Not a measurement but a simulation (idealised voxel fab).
A process module follows: voxel lift off.
Section cut is 185 nm wide and gridded with 5 nm square cells.
Think of the cross-section as a grid of square cells. We describe it in bands, top to bottom, and each band covers one or more rows of those cells. First you get the band's top height and its bottom height, in nm, and then the materials it's made of, left to right, with each width in nm. If you see a single material with "everywhere", that one covers the band edge to edge. "blank" is empty space. Basically, 0 is our baseline, since under it the wafer straight out of the box is all one material. The bottom band has no lower end and keeps on going down, so it looks like "0 -> down". So if you see something like "30..40" for the width, read it as the top row of the band sitting at the first number and the bottom row at the second, with every row in between moving by the same amount as the last. A step reported as "remained the same" is a step in which no cell of the cross-section changed. "Enclosed void listing" - sealed voids, min. 8 cells, no opening to top; format: width x height at distance (distance from left edge; nm throughout). Note: text after step settings on the step line = simulator remark on that step. "overlay nm", when on a step's line for a step with a mask, measures how far to the right of its planned place the mask lay; a negative measure means to the left. Read the rest as pairs. Take the cross-section before one process step, then the cross-section after it, which shows only down to the lowest band that changed. Under the pair, find the step between them and its settings. Bear in mind that pairs may come from different runs of this module on the same starting wafer: link a pair to the pair above it only where its entry headed "State before" says to.

**State before**
- 0 -> down = Si everywhere
- Enclosed void listing: none

**Resulting Structure**
- 15 -> 0 = SiO2 everywhere
- For the remainder of the cross-section, below 0, there is no change.
- Enclosed void listing: none
Step linking the sections shown: CONFORMAL_DEP | material SiO2 | thk nm 15

State before: carried over from the after image of the pair right above.

**Resulting Structure**
- 40 -> 15 = resist (50), blank (25), resist (30), blank (25), resist (55)
- For the remainder of the cross-section, below 15, there is no change.
- Enclosed void listing: none
Step linking the sections shown: PATTERN | tone open | mask id LINES | material resist | width nm 25 | pitch nm 55 | thk nm 25 | overlay nm 0

State before: carried over from the after image of the pair right above.

**Resulting Structure**
- 50 -> 40 = Ru (50), blank (25), Ru (30), blank (25), Ru (55)
- 40 -> 25 = resist (50), blank (25), resist (30), blank (25), resist (55)
- 25 -> 15 = resist (50), Ru (25), resist (30), Ru (25), resist (55)
- For the remainder of the cross-section, below 15, there is no change.
- Enclosed void listing: none
Step linking the sections shown: DIRECTIONAL_DEP | material Ru | thk nm 10

State before: carried over from the after image of the pair right above.

**Resulting Structure**
- 25 -> 15 = blank (50), Ru (25), blank (30), Ru (25), blank (55)
- For the remainder of the cross-section, below 15, there is no change.
- Enclosed void listing: none
Step linking the sections shown: STRIP | etch materials resist

State before: carried over from the after image of the pair right above.

**Resulting Structure**
- 35 -> 25 = blank (40), SiO2 (45), blank (10), SiO2 (45), blank (45)
- 25 -> 15 = SiO2 (50), Ru (25), SiO2 (30), Ru (25), SiO2 (55)
- For the remainder of the cross-section, below 15, there is no change.
- Enclosed void listing: none
Step linking the sections shown: CONFORMAL_DEP | material SiO2 | thk nm 10

**State before**
- 40 -> 15 = resist (50), blank (25), resist (30), blank (25), resist (55)
- 15 -> 0 = SiO2 everywhere
- 0 -> down = Si everywhere
- Enclosed void listing: none

**Resulting Structure**
- 15 -> 0 = SiO2 everywhere
- For the remainder of the cross-section, below 0, there is no change.
- Enclosed void listing: none
Step linking the sections shown: STRIP | etch materials resist

State before: carried over from the after image of the pair right above.

**Resulting Structure**
- 25 -> 0 = SiO2 everywhere
- For the remainder of the cross-section, below 0, there is no change.
- Enclosed void listing: none
Step linking the sections shown: CONFORMAL_DEP | material SiO2 | thk nm 10

**State before**
- 15 -> 0 = SiO2 everywhere
- 0 -> down = Si everywhere
- Enclosed void listing: none

**Resulting Structure**
- 30 -> 0 = SiO2 everywhere
- For the remainder of the cross-section, below 0, there is no change.
- Enclosed void listing: none
Step linking the sections shown: CONFORMAL_DEP | material SiO2 | thk nm 15

State before: carried over from the after image of the pair right above.

**Resulting Structure**
- 55 -> 30 = resist (50), blank (25), resist (30), blank (25), resist (55)
- For the remainder of the cross-section, below 30, there is no change.
- Enclosed void listing: none
Step linking the sections shown: PATTERN | tone open | mask id LINES | material resist | width nm 25 | pitch nm 55 | thk nm 25 | overlay nm 0

State before: carried over from the after image of the pair right above.

**Resulting Structure**
- 65 -> 55 = Ru (50), blank (25), Ru (30), blank (25), Ru (55)
- 55 -> 40 = resist (50), blank (25), resist (30), blank (25), resist (55)
- 40 -> 30 = resist (50), Ru (25), resist (30), Ru (25), resist (55)
- For the remainder of the cross-section, below 30, there is no change.
- Enclosed void listing: none
Step linking the sections shown: DIRECTIONAL_DEP | material Ru | thk nm 10

State before: carried over from the after image of the pair right above.

**Resulting Structure**
- 40 -> 30 = blank (50), Ru (25), blank (30), Ru (25), blank (55)
- For the remainder of the cross-section, below 30, there is no change.
- Enclosed void listing: none
Step linking the sections shown: STRIP | etch materials resist

State before: carried over from the after image of the pair right above.

**Resulting Structure**
- 50 -> 40 = blank (40), SiO2 (45), blank (10), SiO2 (45), blank (45)
- 40 -> 30 = SiO2 (50), Ru (25), SiO2 (30), Ru (25), SiO2 (55)
- For the remainder of the cross-section, below 30, there is no change.
- Enclosed void listing: none
Step linking the sections shown: CONFORMAL_DEP | material SiO2 | thk nm 10

**State before**
- 0 -> down = Si everywhere
- Enclosed void listing: none

**Resulting Structure**
- 10 -> 0 = SiO2 everywhere
- For the remainder of the cross-section, below 0, there is no change.
- Enclosed void listing: none
Step linking the sections shown: CONFORMAL_DEP | material SiO2 | thk nm 10

State before: carried over from the after image of the pair right above.

**Resulting Structure**
- 35 -> 10 = resist (50), blank (25), resist (30), blank (25), resist (55)
- For the remainder of the cross-section, below 10, there is no change.
- Enclosed void listing: none
Step linking the sections shown: PATTERN | tone open | mask id LINES | material resist | width nm 25 | pitch nm 55 | thk nm 25 | overlay nm 0

State before: carried over from the after image of the pair right above.

**Resulting Structure**
- 45 -> 35 = Ru (50), blank (25), Ru (30), blank (25), Ru (55)
- 35 -> 20 = resist (50), blank (25), resist (30), blank (25), resist (55)
- 20 -> 10 = resist (50), Ru (25), resist (30), Ru (25), resist (55)
- For the remainder of the cross-section, below 10, there is no change.
- Enclosed void listing: none
Step linking the sections shown: DIRECTIONAL_DEP | material Ru | thk nm 10

State before: carried over from the after image of the pair right above.

**Resulting Structure**
- 20 -> 10 = blank (50), Ru (25), blank (30), Ru (25), blank (55)
- For the remainder of the cross-section, below 10, there is no change.
- Enclosed void listing: none
Step linking the sections shown: STRIP | etch materials resist

State before: carried over from the after image of the pair right above.

**Resulting Structure**
- 30 -> 20 = blank (40), SiO2 (45), blank (10), SiO2 (45), blank (45)
- 20 -> 10 = SiO2 (50), Ru (25), SiO2 (30), Ru (25), SiO2 (55)
- For the remainder of the cross-section, below 10, there is no change.
- Enclosed void listing: none
Step linking the sections shown: CONFORMAL_DEP | material SiO2 | thk nm 10

**State before**
- 15 -> 0 = SiO2 everywhere
- 0 -> down = Si everywhere
- Enclosed void listing: none

**Resulting Structure**
- 40 -> 15 = resist (45), blank (35), resist (20), blank (35), resist (50)
- For the remainder of the cross-section, below 15, there is no change.
- Enclosed void listing: none
Step linking the sections shown: PATTERN | tone open | mask id LINES | material resist | width nm 35 | pitch nm 55 | thk nm 25 | overlay nm 0

State before: carried over from the after image of the pair right above.

**Resulting Structure**
- 50 -> 40 = Ru (45), blank (35), Ru (20), blank (35), Ru (50)
- 40 -> 25 = resist (45), blank (35), resist (20), blank (35), resist (50)
- 25 -> 15 = resist (45), Ru (35), resist (20), Ru (35), resist (50)
- For the remainder of the cross-section, below 15, there is no change.
- Enclosed void listing: none
Step linking the sections shown: DIRECTIONAL_DEP | material Ru | thk nm 10

State before: carried over from the after image of the pair right above.

**Resulting Structure**
- 25 -> 15 = blank (45), Ru (35), blank (20), Ru (35), blank (50)
- For the remainder of the cross-section, below 15, there is no change.
- Enclosed void listing: none
Step linking the sections shown: STRIP | etch materials resist

State before: carried over from the after image of the pair right above.

**Resulting Structure**
- 35 -> 25 = blank (35), SiO2 (110), blank (40)
- 25 -> 15 = SiO2 (45), Ru (35), SiO2 (20), Ru (35), SiO2 (50)
- For the remainder of the cross-section, below 15, there is no change.
- Enclosed void listing: none
Step linking the sections shown: CONFORMAL_DEP | material SiO2 | thk nm 10

**State before**
- 15 -> 0 = SiO2 everywhere
- 0 -> down = Si everywhere
- Enclosed void listing: none

**Resulting Structure**
- 40 -> 15 = resist (45), blank (25), resist (30), blank (25), resist (60)
- For the remainder of the cross-section, below 15, there is no change.
- Enclosed void listing: none
Step linking the sections shown: PATTERN | tone open | mask id LINES | material resist | width nm 25 | pitch nm 55 | thk nm 25 | overlay nm -5

State before: carried over from the after image of the pair right above.

**Resulting Structure**
- 50 -> 40 = Ru (45), blank (25), Ru (30), blank (25), Ru (60)
- 40 -> 25 = resist (45), blank (25), resist (30), blank (25), resist (60)
- 25 -> 15 = resist (45), Ru (25), resist (30), Ru (25), resist (60)
- For the remainder of the cross-section, below 15, there is no change.
- Enclosed void listing: none
Step linking the sections shown: DIRECTIONAL_DEP | material Ru | thk nm 10

State before: carried over from the after image of the pair right above.

**Resulting Structure**
- 25 -> 15 = blank (45), Ru (25), blank (30), Ru (25), blank (60)
- For the remainder of the cross-section, below 15, there is no change.
- Enclosed void listing: none
Step linking the sections shown: STRIP | etch materials resist

State before: carried over from the after image of the pair right above.

**Resulting Structure**
- 35 -> 25 = blank (35), SiO2 (45), blank (10), SiO2 (45), blank (50)
- 25 -> 15 = SiO2 (45), Ru (25), SiO2 (30), Ru (25), SiO2 (60)
- For the remainder of the cross-section, below 15, there is no change.
- Enclosed void listing: none
Step linking the sections shown: CONFORMAL_DEP | material SiO2 | thk nm 10

**State before**
- 25 -> 15 = blank (50), Ru (25), blank (30), Ru (25), blank (55)
- 15 -> 0 = SiO2 everywhere
- 0 -> down = Si everywhere
- Enclosed void listing: none

**Resulting Structure**
- 35 -> 25 = blank (40), Ru (45), blank (10), Ru (45), blank (45)
- 25 -> 15 = Ru everywhere
- For the remainder of the cross-section, below 15, there is no change.
- Enclosed void listing: none
Step linking the sections shown: CONFORMAL_DEP | material Ru | thk nm 10

**State before**
- 15 -> 0 = SiO2 everywhere
- 0 -> down = Si everywhere
- Enclosed void listing: none

**Resulting Structure**
- 40 -> 15 = blank (50), resist (25), blank (30), resist (25), blank (55)
- For the remainder of the cross-section, below 15, there is no change.
- Enclosed void listing: none
Step linking the sections shown: PATTERN | tone cover | mask id LINES | material resist | width nm 25 | pitch nm 55 | thk nm 25 | overlay nm 0

State before: carried over from the after image of the pair right above.

**Resulting Structure**
- 50 -> 40 = blank (50), Ru (25), blank (30), Ru (25), blank (55)
- 40 -> 25 = blank (50), resist (25), blank (30), resist (25), blank (55)
- 25 -> 15 = Ru (50), resist (25), Ru (30), resist (25), Ru (55)
- For the remainder of the cross-section, below 15, there is no change.
- Enclosed void listing: none
Step linking the sections shown: DIRECTIONAL_DEP | material Ru | thk nm 10

State before: carried over from the after image of the pair right above.

**Resulting Structure**
- 25 -> 15 = Ru (50), blank (25), Ru (30), blank (25), Ru (55)
- For the remainder of the cross-section, below 15, there is no change.
- Enclosed void listing: none
Step linking the sections shown: STRIP | etch materials resist

State before: carried over from the after image of the pair right above.

**Resulting Structure**
- 35 -> 25 = SiO2 (60), blank (5), SiO2 (50), blank (5), SiO2 (65)
- 25 -> 15 = Ru (50), SiO2 (25), Ru (30), SiO2 (25), Ru (55)
- For the remainder of the cross-section, below 15, there is no change.
- Enclosed void listing: none
Step linking the sections shown: CONFORMAL_DEP | material SiO2 | thk nm 10
